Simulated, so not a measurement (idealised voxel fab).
process module | voxel wiring stack
cross-section cut | 270 nm wide | cells 5 nm
A cross-section is a grid of square cells, given in bands from the top down. A band is one or more rows of cells.
Each band's line starts with the height of the band's top and of its bottom, in nm. Then come its materials from left to right, each with its width in nm. One material with "throughout" fills the band from edge to edge. "air" is empty space.
Height 0 is the level under which the wafer as received is all one material. The lowest band goes on downwards, as in "0 down".
A width such as "30 to 40" changes by the same amount from each row of cells to the next, from the band's top row to its bottom row.
"no change" after a step means that no cell of the cross-section changed.
closed voids: empty space of 8 cells or more with no open way to the top, each as width x height at its distance from the left edge, in nm
after a step's settings: what the simulator itself notes on the step
overlay nm, on a step with a mask: how far to the right of its planned place the mask lay; to the left if negative
Each pair below shows a cross-section before one step and the cross-section after it, down to the lowest band that changed. The line under each pair gives the step between them, with its settings. The pairs can come from different runs of this module on the same starting wafer, so a pair continues from the pair above only where its "before" says so.
before
  0 down: Si throughout
  closed voids: none
after
  10 to 0: SiO2 throughout
  below 0: unchanged
  closed voids: none
the step between: op CONFORMAL_DEP | material SiO2 | thk nm 10
before: the cross-section after the pair above
after
  15 to 10: TiN throughout
  below 10: unchanged
  closed voids: none
the step between: op DIRECTIONAL_DEP | material TiN | thk nm 5
before: the cross-section after the pair above
after
  30 to 15: W throughout
  below 15: unchanged
  closed voids: none
the step between: op DIRECTIONAL_DEP | material W | thk nm 15
before: the cross-section after the pair above
after
  30 to 15: air 80 | W 25 | air 15 | W 25 | air 15 | W 25 | air 85
  below 15: unchanged
  closed voids: none
the step between: op MASKED_ETCH | tone cover | mask id METAL_1 | width nm 25 | pitch nm 40 | etch materials W | depth nm 15 | overlay nm 0
before: the cross-section after the pair above
after
  30 to 15: air 80 | W 25 | air 15 | W 25 | air 15 | W 25 | air 85
  15 to 10: air 80 | TiN 25 | air 15 | TiN 25 | air 15 | TiN 25 | air 85
  below 10: unchanged
  closed voids: none
the step between: op MASKED_ETCH | tone cover | mask id METAL_1 | width nm 25 | pitch nm 40 | etch materials TiN | depth nm 5 | overlay nm 0
before: the cross-section after the pair above
after
  40 to 30: lowk throughout
  30 to 15: lowk 80 | W 25 | lowk 15 | W 25 | lowk 15 | W 25 | lowk 85
  15 to 10: lowk 80 | TiN 25 | lowk 15 | TiN 25 | lowk 15 | TiN 25 | lowk 85
  below 10: unchanged
  closed voids: none
the step between: op FILL_DEP | material lowk | thk nm 10
before: the cross-section after the pair above
after
  30 to 15: lowk 80 | W 25 | lowk 15 | W 25 | lowk 15 | W 25 | lowk 85
  below 15: unchanged
  closed voids: none
the step between: op CMP | height nm 30
before: the cross-section after the pair above
after
  35 to 30: SiCN throughout
  below 30: unchanged
  closed voids: none
the step between: op CONFORMAL_DEP | material SiCN | thk nm 5
before: the cross-section after the pair above
after
  45 to 35: SiO2 throughout
  below 35: unchanged
  closed voids: none
the step between: op DIRECTIONAL_DEP | material SiO2 | thk nm 10
before: the cross-section after the pair above
after
  60 to 45: aC throughout
  below 45: unchanged
  closed voids: none
the step between: op DIRECTIONAL_DEP | material aC | thk nm 15
before: the cross-section after the pair above
after
  90 to 60: resist 80 | air 15 | resist 25 | air 15 | resist 25 | air 15 | resist 95
  below 60: unchanged
  closed voids: none
the step between: op PATTERN | tone open | mask id PLUG_1 | material resist | width nm 15 | pitch nm 40 | thk nm 30 | overlay nm 0
before: the cross-section after the pair above
after
  75 to 60: resist 80 | air 15 | resist 25 | air 15 | resist 25 | air 15 | resist 95
  60 to 45: aC 80 | air 15 | aC 25 | air 15 | aC 25 | air 15 | aC 95
  below 45: unchanged
  closed voids: none
the step between: op DIRECTIONAL_ETCH | etch materials aC | depth nm 15
before: the cross-section after the pair above
after
  60 to 45: aC 80 | air 15 | aC 25 | air 15 | aC 25 | air 15 | aC 95
  below 45: unchanged
  closed voids: none
the step between: op STRIP | etch materials resist
before: the cross-section after the pair above
after
  60 to 45: aC 80 | air 15 | aC 25 | air 15 | aC 25 | air 15 | aC 95
  45 to 35: SiO2 80 | air 15 | SiO2 25 | air 15 | SiO2 25 | air 15 | SiO2 95
  below 35: unchanged
  closed voids: none
the step between: op DIRECTIONAL_ETCH | etch materials SiO2 | depth nm 10
before: the cross-section after the pair above
after
  60 to 45: aC 80 | air 15 | aC 25 | air 15 | aC 25 | air 15 | aC 95
  45 to 35: SiO2 80 | air 15 | SiO2 25 | air 15 | SiO2 25 | air 15 | SiO2 95
  35 to 30: SiCN 80 | air 15 | SiCN 25 | air 15 | SiCN 25 | air 15 | SiCN 95
  below 30: unchanged
  closed voids: none
the step between: op DIRECTIONAL_ETCH | etch materials SiCN | depth nm 5
before: the cross-section after the pair above
after
  45 to 35: SiO2 80 | air 15 | SiO2 25 | air 15 | SiO2 25 | air 15 | SiO2 95
  below 35: unchanged
  closed voids: none
the step between: op STRIP | etch materials aC
before: the cross-section after the pair above
after
  50 to 45: TiN 85 | air 5 | TiN 35 | air 5 | TiN 35 | air 5 | TiN 100
  45 to 35: SiO2 80 | TiN 5 | air 5 | TiN 5 | SiO2 25 | TiN 5 | air 5 | TiN 5 | SiO2 25 | TiN 5 | air 5 | TiN 5 | SiO2 95
  35 to 30: SiCN 80 | TiN 15 | SiCN 25 | TiN 15 | SiCN 25 | TiN 15 | SiCN 95
  below 30: unchanged
  closed voids: none
the step between: op CONFORMAL_DEP | material TiN | thk nm 5
before: the cross-section after the pair above
after
  55 to 50: W throughout
  50 to 45: TiN 85 | W 5 | TiN 35 | W 5 | TiN 35 | W 5 | TiN 100
  45 to 35: SiO2 80 | TiN 5 | W 5 | TiN 5 | SiO2 25 | TiN 5 | W 5 | TiN 5 | SiO2 25 | TiN 5 | W 5 | TiN 5 | SiO2 95
  below 35: unchanged
  closed voids: none
the step between: op FILL_DEP | material W | thk nm 5
before: the cross-section after the pair above
after
  45 to 35: SiO2 80 | TiN 5 | W 5 | TiN 5 | SiO2 25 | TiN 5 | W 5 | TiN 5 | SiO2 25 | TiN 5 | W 5 | TiN 5 | SiO2 95
  below 35: unchanged
  closed voids: none
the step between: op CMP | height nm 45
before: the cross-section after the pair above
after
  50 to 45: SiCN throughout
  below 45: unchanged
  closed voids: none
the step between: op CONFORMAL_DEP | material SiCN | thk nm 5
before: the cross-section after the pair above
after
  65 to 50: SiO2 throughout
  below 50: unchanged
  closed voids: none
the step between: op DIRECTIONAL_DEP | material SiO2 | thk nm 15
before: the cross-section after the pair above
after
  65 to 50: SiO2 80 | air 25 | SiO2 15 | air 25 | SiO2 15 | air 25 | SiO2 85
  below 50: unchanged
  closed voids: none
the step between: op MASKED_ETCH | tone open | mask id METAL_2 | width nm 25 | pitch nm 40 | etch materials SiO2 | depth nm 15 | overlay nm 0
before: the cross-section after the pair above
after
  65 to 50: SiO2 80 | air 25 | SiO2 15 | air 25 | SiO2 15 | air 25 | SiO2 85
  50 to 45: SiCN 80 | air 25 | SiCN 15 | air 25 | SiCN 15 | air 25 | SiCN 85
  below 45: unchanged
  closed voids: none
the step between: op MASKED_ETCH | tone open | mask id METAL_2 | width nm 25 | pitch nm 40 | etch materials SiCN | depth nm 5 | overlay nm 0
before: the cross-section after the pair above
after
  70 to 65: TiN 85 | air 15 | TiN 25 | air 15 | TiN 25 | air 15 | TiN 90
  65 to 50: SiO2 80 | TiN 5 | air 15 | TiN 5 | SiO2 15 | TiN 5 | air 15 | TiN 5 | SiO2 15 | TiN 5 | air 15 | TiN 5 | SiO2 85
  50 to 45: SiCN 80 | TiN 25 | SiCN 15 | TiN 25 | SiCN 15 | TiN 25 | SiCN 85
  below 45: unchanged
  closed voids: none
the step between: op CONFORMAL_DEP | material TiN | thk nm 5
before: the cross-section after the pair above
after
  75 to 70: Cu throughout
  70 to 65: TiN 85 | Cu 15 | TiN 25 | Cu 15 | TiN 25 | Cu 15 | TiN 90
  65 to 50: SiO2 80 | TiN 5 | Cu 15 | TiN 5 | SiO2 15 | TiN 5 | Cu 15 | TiN 5 | SiO2 15 | TiN 5 | Cu 15 | TiN 5 | SiO2 85
  below 50: unchanged
  closed voids: none
the step between: op FILL_DEP | material Cu | thk nm 5
before: the cross-section after the pair above
after
  65 to 50: SiO2 80 | TiN 5 | Cu 15 | TiN 5 | SiO2 15 | TiN 5 | Cu 15 | TiN 5 | SiO2 15 | TiN 5 | Cu 15 | TiN 5 | SiO2 85
  below 50: unchanged
  closed voids: none
the step between: op CMP | height nm 65
before: the cross-section after the pair above
after
  70 to 65: SiCN throughout
  below 65: unchanged
  closed voids: none
the step between: op CONFORMAL_DEP | material SiCN | thk nm 5
before: the cross-section after the pair above
after
  105 to 70: lowk throughout
  below 70: unchanged
  closed voids: none
the step between: op DIRECTIONAL_DEP | material lowk | thk nm 35
before: the cross-section after the pair above
after
  120 to 105: aC throughout
  below 105: unchanged
  closed voids: none
the step between: op DIRECTIONAL_DEP | material aC | thk nm 15
before: the cross-section after the pair above
after
  150 to 120: resist 80 | air 15 | resist 25 | air 15 | resist 25 | air 15 | resist 95
  below 120: unchanged
  closed voids: none
the step between: op PATTERN | tone open | mask id METAL_3_HOLES | material resist | width nm 15 | pitch nm 40 | thk nm 30 | overlay nm 0
before: the cross-section after the pair above
after
  135 to 120: resist 80 | air 15 | resist 25 | air 15 | resist 25 | air 15 | resist 95
  120 to 105: aC 80 | air 15 | aC 25 | air 15 | aC 25 | air 15 | aC 95
  below 105: unchanged
  closed voids: none
the step between: op DIRECTIONAL_ETCH | etch materials aC | depth nm 15
before: the cross-section after the pair above
after
  120 to 105: aC 80 | air 15 | aC 25 | air 15 | aC 25 | air 15 | aC 95
  below 105: unchanged
  closed voids: none
the step between: op STRIP | etch materials resist
before: the cross-section after the pair above
after
  120 to 105: aC 80 | air 15 | aC 25 | air 15 | aC 25 | air 15 | aC 95
  105 to 70: lowk 80 | air 15 | lowk 25 | air 15 | lowk 25 | air 15 | lowk 95
  below 70: unchanged
  closed voids: none
the step between: op DIRECTIONAL_ETCH | etch materials lowk | depth nm 35
before: the cross-section after the pair above
after
  105 to 70: lowk 80 | air 15 | lowk 25 | air 15 | lowk 25 | air 15 | lowk 95
  below 70: unchanged
  closed voids: none
the step between: op STRIP | etch materials aC
before: the cross-section after the pair above
after
  120 to 105: aC 80 | air 15 | aC 25 | air 15 | aC 25 | air 15 | aC 95
  105 to 85: lowk 80 | air 15 | lowk 25 | air 15 | lowk 25 | air 15 | lowk 95
  85 to 70: lowk 80 | aC 15 | lowk 25 | aC 15 | lowk 25 | aC 15 | lowk 95
  below 70: unchanged
  closed voids: none
the step between: op DIRECTIONAL_DEP | material aC | thk nm 15
before: the cross-section after the pair above
after
  155 to 120: resist 80 | air 25 | resist 15 | air 25 | resist 15 | air 25 | resist 85
  below 120: unchanged
  closed voids: none
the step between: op PATTERN | tone open | mask id METAL_3 | material resist | width nm 25 | pitch nm 40 | thk nm 35 | overlay nm 0
before: the cross-section after the pair above
after
  140 to 120: resist 80 | air 25 | resist 15 | air 25 | resist 15 | air 25 | resist 85
  120 to 105: aC 80 | air 25 | aC 15 | air 25 | aC 15 | air 25 | aC 85
  105 to 70: lowk 80 | air 15 | lowk 25 | air 15 | lowk 25 | air 15 | lowk 95
  below 70: unchanged
  closed voids: none
the step between: op DIRECTIONAL_ETCH | etch materials aC | depth nm 15
before: the cross-section after the pair above
after
  120 to 105: aC 80 | air 25 | aC 15 | air 25 | aC 15 | air 25 | aC 85
  below 105: unchanged
  closed voids: none
the step between: op STRIP | etch materials resist
before: the cross-section after the pair above
after
  120 to 105: aC 80 | air 25 | aC 15 | air 25 | aC 15 | air 25 | aC 85
  105 to 85: lowk 80 | air 25 | lowk 15 | air 25 | lowk 15 | air 25 | lowk 85
  below 85: unchanged
  closed voids: none
the step between: op DIRECTIONAL_ETCH | etch materials lowk | depth nm 20
before: the cross-section after the pair above
after
  120 to 105: aC 80 | air 25 | aC 15 | air 25 | aC 15 | air 25 | aC 85
  105 to 85: lowk 80 | air 25 | lowk 15 | air 25 | lowk 15 | air 25 | lowk 85
  85 to 70: lowk 80 | air 15 | lowk 25 | air 15 | lowk 25 | air 15 | lowk 95
  70 to 65: SiCN 80 | air 15 | SiCN 25 | air 15 | SiCN 25 | air 15 | SiCN 95
  below 65: unchanged
  closed voids: none
the step between: op DIRECTIONAL_ETCH | etch materials SiCN | depth nm 5
before: the cross-section after the pair above
after
  105 to 85: lowk 80 | air 25 | lowk 15 | air 25 | lowk 15 | air 25 | lowk 85
  below 85: unchanged
  closed voids: none
the step between: op STRIP | etch materials aC
before: the cross-section after the pair above
after
  110 to 105: TiN 85 | air 15 | TiN 25 | air 15 | TiN 25 | air 15 | TiN 90
  105 to 90: lowk 80 | TiN 5 | air 15 | TiN 5 | lowk 15 | TiN 5 | air 15 | TiN 5 | lowk 15 | TiN 5 | air 15 | TiN 5 | lowk 85
  90 to 85: lowk 80 | TiN 5 | air 5 | TiN 15 | lowk 15 | TiN 5 | air 5 | TiN 15 | lowk 15 | TiN 5 | air 5 | TiN 15 | lowk 85
  85 to 70: lowk 80 | TiN 5 | air 5 | TiN 5 | lowk 25 | TiN 5 | air 5 | TiN 5 | lowk 25 | TiN 5 | air 5 | TiN 5 | lowk 95
  70 to 65: SiCN 80 | TiN 15 | SiCN 25 | TiN 15 | SiCN 25 | TiN 15 | SiCN 95
  below 65: unchanged
  closed voids: none
the step between: op CONFORMAL_DEP | material TiN | thk nm 5
before: the cross-section after the pair above
after
  115 to 110: Ru throughout
  110 to 105: TiN 85 | Ru 15 | TiN 25 | Ru 15 | TiN 25 | Ru 15 | TiN 90
  105 to 90: lowk 80 | TiN 5 | Ru 15 | TiN 5 | lowk 15 | TiN 5 | Ru 15 | TiN 5 | lowk 15 | TiN 5 | Ru 15 | TiN 5 | lowk 85
  90 to 85: lowk 80 | TiN 5 | Ru 5 | TiN 15 | lowk 15 | TiN 5 | Ru 5 | TiN 15 | lowk 15 | TiN 5 | Ru 5 | TiN 15 | lowk 85
  85 to 70: lowk 80 | TiN 5 | Ru 5 | TiN 5 | lowk 25 | TiN 5 | Ru 5 | TiN 5 | lowk 25 | TiN 5 | Ru 5 | TiN 5 | lowk 95
  below 70: unchanged
  closed voids: none
the step between: op FILL_DEP | material Ru | thk nm 5
before: the cross-section after the pair above
after
  105 to 90: lowk 80 | TiN 5 | Ru 15 | TiN 5 | lowk 15 | TiN 5 | Ru 15 | TiN 5 | lowk 15 | TiN 5 | Ru 15 | TiN 5 | lowk 85
  below 90: unchanged
  closed voids: none
the step between: op CMP | height nm 105
before: the cross-section after the pair above
after
  110 to 105: SiCN throughout
  below 105: unchanged
  closed voids: none
the step between: op CONFORMAL_DEP | material SiCN | thk nm 5
before: the cross-section after the pair above
after
  135 to 110: SiO2 throughout
  below 110: unchanged
  closed voids: none
the step between: op DIRECTIONAL_DEP | material SiO2 | thk nm 25
before: the cross-section after the pair above
after
  150 to 135: resist 80 | air 25 | resist 15 | air 25 | resist 15 | air 25 | resist 85
  below 135: unchanged
  closed voids: none
the step between: op PATTERN | tone open | mask id METAL_4 | material resist | width nm 25 | pitch nm 40 | thk nm 15 | overlay nm 0
before: the cross-section after the pair above
after
  150 to 135: resist 80 | air 25 | resist 15 | air 25 | resist 15 | air 25 | resist 85
  135 to 120: SiO2 80 | air 25 | SiO2 15 | air 25 | SiO2 15 | air 25 | SiO2 85
  below 120: unchanged
  closed voids: none
the step between: op DIRECTIONAL_ETCH | etch materials SiO2 | depth nm 15
before: the cross-section after the pair above
after
  135 to 120: SiO2 80 | air 25 | SiO2 15 | air 25 | SiO2 15 | air 25 | SiO2 85
  below 120: unchanged
  closed voids: none
the step between: op STRIP | etch materials resist
before: the cross-section after the pair above
after
  150 to 135: aC 80 | air 25 | aC 15 | air 25 | aC 15 | air 25 | aC 85
  135 to 120: SiO2 80 | aC 25 | SiO2 15 | aC 25 | SiO2 15 | aC 25 | SiO2 85
  below 120: unchanged
  closed voids: none
the step between: op DIRECTIONAL_DEP | material aC | thk nm 15
before: the cross-section after the pair above
after
  185 to 150: resist 80 | air 15 | resist 65 | air 15 | resist 95
  150 to 135: aC 80 | air 15 | resist 10 | aC 15 | resist 25 | aC 15 | air 15 | resist 10 | aC 85
  below 135: unchanged
  closed voids: none
the step between: op PATTERN | tone open | mask id METAL_4_HOLES | material resist | width nm 15 | pitch nm 80 | thk nm 35 | overlay nm 0
before: the cross-section after the pair above
after
  170 to 150: resist 80 | air 15 | resist 65 | air 15 | resist 95
  150 to 135: aC 80 | air 15 | resist 10 | aC 15 | resist 25 | aC 15 | air 15 | resist 10 | aC 85
  135 to 120: SiO2 80 | air 15 | aC 10 | SiO2 15 | aC 25 | SiO2 15 | air 15 | aC 10 | SiO2 85
  below 120: unchanged
  closed voids: none
the step between: op DIRECTIONAL_ETCH | etch materials aC | depth nm 15
before: the cross-section after the pair above
after
  150 to 135: aC 80 | air 25 | aC 15 | air 25 | aC 15 | air 25 | aC 85
  below 135: unchanged
  closed voids: none
the step between: op STRIP | etch materials resist
before: the cross-section after the pair above
after
  150 to 135: aC 80 | air 25 | aC 15 | air 25 | aC 15 | air 25 | aC 85
  135 to 120: SiO2 80 | air 15 | aC 10 | SiO2 15 | aC 25 | SiO2 15 | air 15 | aC 10 | SiO2 85
  120 to 110: SiO2 80 | air 15 | SiO2 65 | air 15 | SiO2 95
  below 110: unchanged
  closed voids: none
the step between: op DIRECTIONAL_ETCH | etch materials SiO2 | depth nm 10
before: the cross-section after the pair above
after
  150 to 135: aC 80 | air 25 | aC 15 | air 25 | aC 15 | air 25 | aC 85
  135 to 120: SiO2 80 | air 15 | aC 10 | SiO2 15 | aC 25 | SiO2 15 | air 15 | aC 10 | SiO2 85
  120 to 110: SiO2 80 | air 15 | SiO2 65 | air 15 | SiO2 95
  110 to 105: SiCN 80 | air 15 | SiCN 65 | air 15 | SiCN 95
  below 105: unchanged
  closed voids: none
the step between: op DIRECTIONAL_ETCH | etch materials SiCN | depth nm 5
before: the cross-section after the pair above
after
  135 to 120: SiO2 80 | air 25 | SiO2 15 | air 25 | SiO2 15 | air 25 | SiO2 85
  below 120: unchanged
  closed voids: none
the step between: op STRIP | etch materials aC
before: the cross-section after the pair above
after
  140 to 135: TiN 85 | air 15 | TiN 25 | air 15 | TiN 25 | air 15 | TiN 90
  135 to 125: SiO2 80 | TiN 5 | air 15 | TiN 5 | SiO2 15 | TiN 5 | air 15 | TiN 5 | SiO2 15 | TiN 5 | air 15 | TiN 5 | SiO2 85
  125 to 120: SiO2 80 | TiN 5 | air 5 | TiN 15 | SiO2 15 | TiN 25 | SiO2 15 | TiN 5 | air 5 | TiN 15 | SiO2 85
  120 to 110: SiO2 80 | TiN 5 | air 5 | TiN 5 | SiO2 65 | TiN 5 | air 5 | TiN 5 | SiO2 95
  110 to 105: SiCN 80 | TiN 15 | SiCN 65 | TiN 15 | SiCN 95
  below 105: unchanged
  closed voids: none
the step between: op CONFORMAL_DEP | material TiN | thk nm 5
before: the cross-section after the pair above
after
  145 to 140: Ru throughout
  140 to 135: TiN 85 | Ru 15 | TiN 25 | Ru 15 | TiN 25 | Ru 15 | TiN 90
  135 to 125: SiO2 80 | TiN 5 | Ru 15 | TiN 5 | SiO2 15 | TiN 5 | Ru 15 | TiN 5 | SiO2 15 | TiN 5 | Ru 15 | TiN 5 | SiO2 85
  125 to 120: SiO2 80 | TiN 5 | Ru 5 | TiN 15 | SiO2 15 | TiN 25 | SiO2 15 | TiN 5 | Ru 5 | TiN 15 | SiO2 85
  120 to 110: SiO2 80 | TiN 5 | Ru 5 | TiN 5 | SiO2 65 | TiN 5 | Ru 5 | TiN 5 | SiO2 95
  below 110: unchanged
  closed voids: none
the step between: op FILL_DEP | material Ru | thk nm 5
before: the cross-section after the pair above
after
  135 to 125: SiO2 80 | TiN 5 | Ru 15 | TiN 5 | SiO2 15 | TiN 5 | Ru 15 | TiN 5 | SiO2 15 | TiN 5 | Ru 15 | TiN 5 | SiO2 85
  below 125: unchanged
  closed voids: none
the step between: op CMP | height nm 135
before: the cross-section after the pair above
after
  140 to 135: SiN throughout
  below 135: unchanged
  closed voids: none
the step between: op CONFORMAL_DEP | material SiN | thk nm 5
before
  10 to 0: SiO2 throughout
  0 down: Si throughout
  closed voids: none
after
  25 to 10: W throughout
  below 10: unchanged
  closed voids: none
the step between: op DIRECTIONAL_DEP | material W | thk nm 15
before: the cross-section after the pair above
after
  25 to 10: air 80 | W 25 | air 15 | W 25 | air 15 | W 25 | air 85
  below 10: unchanged
  closed voids: none
the step between: op MASKED_ETCH | tone cover | mask id METAL_1 | width nm 25 | pitch nm 40 | etch materials W | depth nm 15 | overlay nm 0
before: the cross-section after the pair above
after
  35 to 25: lowk throughout
  25 to 10: lowk 80 | W 25 | lowk 15 | W 25 | lowk 15 | W 25 | lowk 85
  below 10: unchanged
  closed voids: none
the step between: op FILL_DEP | material lowk | thk nm 10
before: the cross-section after the pair above
after
  30 to 25: lowk throughout
  below 25: unchanged
  closed voids: none
the step between: op CMP | height nm 30
before: the cross-section after the pair above
after
  35 to 30: SiCN throughout
  below 30: unchanged
  closed voids: none
the step between: op CONFORMAL_DEP | material SiCN | thk nm 5
before: the cross-section after the pair above
after
  45 to 35: SiO2 throughout
  below 35: unchanged
  closed voids: none
the step between: op DIRECTIONAL_DEP | material SiO2 | thk nm 10
before: the cross-section after the pair above
after
  60 to 45: aC throughout
  below 45: unchanged
  closed voids: none
the step between: op DIRECTIONAL_DEP | material aC | thk nm 15
before: the cross-section after the pair above
after
  90 to 60: resist 80 | air 15 | resist 25 | air 15 | resist 25 | air 15 | resist 95
  below 60: unchanged
  closed voids: none
the step between: op PATTERN | tone open | mask id PLUG_1 | material resist | width nm 15 | pitch nm 40 | thk nm 30 | overlay nm 0
before: the cross-section after the pair above
after
  75 to 60: resist 80 | air 15 | resist 25 | air 15 | resist 25 | air 15 | resist 95
  60 to 45: aC 80 | air 15 | aC 25 | air 15 | aC 25 | air 15 | aC 95
  below 45: unchanged
  closed voids: none
the step between: op DIRECTIONAL_ETCH | etch materials aC | depth nm 15
before: the cross-section after the pair above
after
  60 to 45: aC 80 | air 15 | aC 25 | air 15 | aC 25 | air 15 | aC 95
  below 45: unchanged
  closed voids: none
the step between: op STRIP | etch materials resist
before: the cross-section after the pair above
after
  60 to 45: aC 80 | air 15 | aC 25 | air 15 | aC 25 | air 15 | aC 95
  45 to 35: SiO2 80 | air 15 | SiO2 25 | air 15 | SiO2 25 | air 15 | SiO2 95
  below 35: unchanged
  closed voids: none
the step between: op DIRECTIONAL_ETCH | etch materials SiO2 | depth nm 10
before: the cross-section after the pair above
after
  60 to 45: aC 80 | air 15 | aC 25 | air 15 | aC 25 | air 15 | aC 95
  45 to 35: SiO2 80 | air 15 | SiO2 25 | air 15 | SiO2 25 | air 15 | SiO2 95
  35 to 30: SiCN 80 | air 15 | SiCN 25 | air 15 | SiCN 25 | air 15 | SiCN 95
  below 30: unchanged
  closed voids: none
the step between: op DIRECTIONAL_ETCH | etch materials SiCN | depth nm 5
before: the cross-section after the pair above
after
  45 to 35: SiO2 80 | air 15 | SiO2 25 | air 15 | SiO2 25 | air 15 | SiO2 95
  below 35: unchanged
  closed voids: none
the step between: op STRIP | etch materials aC
before: the cross-section after the pair above
after
  50 to 45: TiN 85 | air 5 | TiN 35 | air 5 | TiN 35 | air 5 | TiN 100
  45 to 35: SiO2 80 | TiN 5 | air 5 | TiN 5 | SiO2 25 | TiN 5 | air 5 | TiN 5 | SiO2 25 | TiN 5 | air 5 | TiN 5 | SiO2 95
  35 to 30: SiCN 80 | TiN 15 | SiCN 25 | TiN 15 | SiCN 25 | TiN 15 | SiCN 95
  below 30: unchanged
  closed voids: none
the step between: op CONFORMAL_DEP | material TiN | thk nm 5
before: the cross-section after the pair above
after
  55 to 50: W throughout
  50 to 45: TiN 85 | W 5 | TiN 35 | W 5 | TiN 35 | W 5 | TiN 100
  45 to 35: SiO2 80 | TiN 5 | W 5 | TiN 5 | SiO2 25 | TiN 5 | W 5 | TiN 5 | SiO2 25 | TiN 5 | W 5 | TiN 5 | SiO2 95
  below 35: unchanged
  closed voids: none
the step between: op FILL_DEP | material W | thk nm 5
before: the cross-section after the pair above
after
  45 to 35: SiO2 80 | TiN 5 | W 5 | TiN 5 | SiO2 25 | TiN 5 | W 5 | TiN 5 | SiO2 25 | TiN 5 | W 5 | TiN 5 | SiO2 95
  below 35: unchanged
  closed voids: none
the step between: op CMP | height nm 45
before: the cross-section after the pair above
after
  50 to 45: SiCN throughout
  below 45: unchanged
  closed voids: none
the step between: op CONFORMAL_DEP | material SiCN | thk nm 5
before: the cross-section after the pair above
after
  65 to 50: SiO2 throughout
  below 50: unchanged
  closed voids: none
the step between: op DIRECTIONAL_DEP | material SiO2 | thk nm 15
before: the cross-section after the pair above
after
  65 to 50: SiO2 80 | air 25 | SiO2 15 | air 25 | SiO2 15 | air 25 | SiO2 85
  below 50: unchanged
  closed voids: none
the step between: op MASKED_ETCH | tone open | mask id METAL_2 | width nm 25 | pitch nm 40 | etch materials SiO2 | depth nm 15 | overlay nm 0
before: the cross-section after the pair above
after
  65 to 50: SiO2 80 | air 25 | SiO2 15 | air 25 | SiO2 15 | air 25 | SiO2 85
  50 to 45: SiCN 80 | air 25 | SiCN 15 | air 25 | SiCN 15 | air 25 | SiCN 85
  below 45: unchanged
  closed voids: none
the step between: op MASKED_ETCH | tone open | mask id METAL_2 | width nm 25 | pitch nm 40 | etch materials SiCN | depth nm 5 | overlay nm 0
before: the cross-section after the pair above
after
  70 to 65: TiN 85 | air 15 | TiN 25 | air 15 | TiN 25 | air 15 | TiN 90
  65 to 50: SiO2 80 | TiN 5 | air 15 | TiN 5 | SiO2 15 | TiN 5 | air 15 | TiN 5 | SiO2 15 | TiN 5 | air 15 | TiN 5 | SiO2 85
  50 to 45: SiCN 80 | TiN 25 | SiCN 15 | TiN 25 | SiCN 15 | TiN 25 | SiCN 85
  below 45: unchanged
  closed voids: none
the step between: op CONFORMAL_DEP | material TiN | thk nm 5
before: the cross-section after the pair above
after
  75 to 70: Cu throughout
  70 to 65: TiN 85 | Cu 15 | TiN 25 | Cu 15 | TiN 25 | Cu 15 | TiN 90
  65 to 50: SiO2 80 | TiN 5 | Cu 15 | TiN 5 | SiO2 15 | TiN 5 | Cu 15 | TiN 5 | SiO2 15 | TiN 5 | Cu 15 | TiN 5 | SiO2 85
  below 50: unchanged
  closed voids: none
the step between: op FILL_DEP | material Cu | thk nm 5
before: the cross-section after the pair above
after
  65 to 50: SiO2 80 | TiN 5 | Cu 15 | TiN 5 | SiO2 15 | TiN 5 | Cu 15 | TiN 5 | SiO2 15 | TiN 5 | Cu 15 | TiN 5 | SiO2 85
  below 50: unchanged
  closed voids: none
the step between: op CMP | height nm 65
before: the cross-section after the pair above
after
  70 to 65: SiCN throughout
  below 65: unchanged
  closed voids: none
the step between: op CONFORMAL_DEP | material SiCN | thk nm 5
before: the cross-section after the pair above
after
  105 to 70: lowk throughout
  below 70: unchanged
  closed voids: none
the step between: op DIRECTIONAL_DEP | material lowk | thk nm 35
before: the cross-section after the pair above
after
  120 to 105: aC throughout
  below 105: unchanged
  closed voids: none
the step between: op DIRECTIONAL_DEP | material aC | thk nm 15
before: the cross-section after the pair above
after
  150 to 120: resist 80 | air 15 | resist 25 | air 15 | resist 25 | air 15 | resist 95
  below 120: unchanged
  closed voids: none
the step between: op PATTERN | tone open | mask id METAL_3_HOLES | material resist | width nm 15 | pitch nm 40 | thk nm 30 | overlay nm 0
before: the cross-section after the pair above
after
  135 to 120: resist 80 | air 15 | resist 25 | air 15 | resist 25 | air 15 | resist 95
  120 to 105: aC 80 | air 15 | aC 25 | air 15 | aC 25 | air 15 | aC 95
  below 105: unchanged
  closed voids: none
the step between: op DIRECTIONAL_ETCH | etch materials aC | depth nm 15
before: the cross-section after the pair above
after
  120 to 105: aC 80 | air 15 | aC 25 | air 15 | aC 25 | air 15 | aC 95
  below 105: unchanged
  closed voids: none
the step between: op STRIP | etch materials resist
before: the cross-section after the pair above
after
  120 to 105: aC 80 | air 15 | aC 25 | air 15 | aC 25 | air 15 | aC 95
  105 to 70: lowk 80 | air 15 | lowk 25 | air 15 | lowk 25 | air 15 | lowk 95
  below 70: unchanged
  closed voids: none
the step between: op DIRECTIONAL_ETCH | etch materials lowk | depth nm 35
before: the cross-section after the pair above
after
  105 to 70: lowk 80 | air 15 | lowk 25 | air 15 | lowk 25 | air 15 | lowk 95
  below 70: unchanged
  closed voids: none
the step between: op STRIP | etch materials aC
before: the cross-section after the pair above
after
  120 to 105: aC 80 | air 15 | aC 25 | air 15 | aC 25 | air 15 | aC 95
  105 to 85: lowk 80 | air 15 | lowk 25 | air 15 | lowk 25 | air 15 | lowk 95
  85 to 70: lowk 80 | aC 15 | lowk 25 | aC 15 | lowk 25 | aC 15 | lowk 95
  below 70: unchanged
  closed voids: none
the step between: op DIRECTIONAL_DEP | material aC | thk nm 15
before: the cross-section after the pair above
after
  155 to 120: resist 80 | air 25 | resist 15 | air 25 | resist 15 | air 25 | resist 85
  below 120: unchanged
  closed voids: none
the step between: op PATTERN | tone open | mask id METAL_3 | material resist | width nm 25 | pitch nm 40 | thk nm 35 | overlay nm 0
before: the cross-section after the pair above
after
  140 to 120: resist 80 | air 25 | resist 15 | air 25 | resist 15 | air 25 | resist 85
  120 to 105: aC 80 | air 25 | aC 15 | air 25 | aC 15 | air 25 | aC 85
  105 to 70: lowk 80 | air 15 | lowk 25 | air 15 | lowk 25 | air 15 | lowk 95
  below 70: unchanged
  closed voids: none
the step between: op DIRECTIONAL_ETCH | etch materials aC | depth nm 15
before: the cross-section after the pair above
after
  120 to 105: aC 80 | air 25 | aC 15 | air 25 | aC 15 | air 25 | aC 85
  below 105: unchanged
  closed voids: none
the step between: op STRIP | etch materials resist
before: the cross-section after the pair above
after
  120 to 105: aC 80 | air 25 | aC 15 | air 25 | aC 15 | air 25 | aC 85
  105 to 85: lowk 80 | air 25 | lowk 15 | air 25 | lowk 15 | air 25 | lowk 85
  below 85: unchanged
  closed voids: none
the step between: op DIRECTIONAL_ETCH | etch materials lowk | depth nm 20
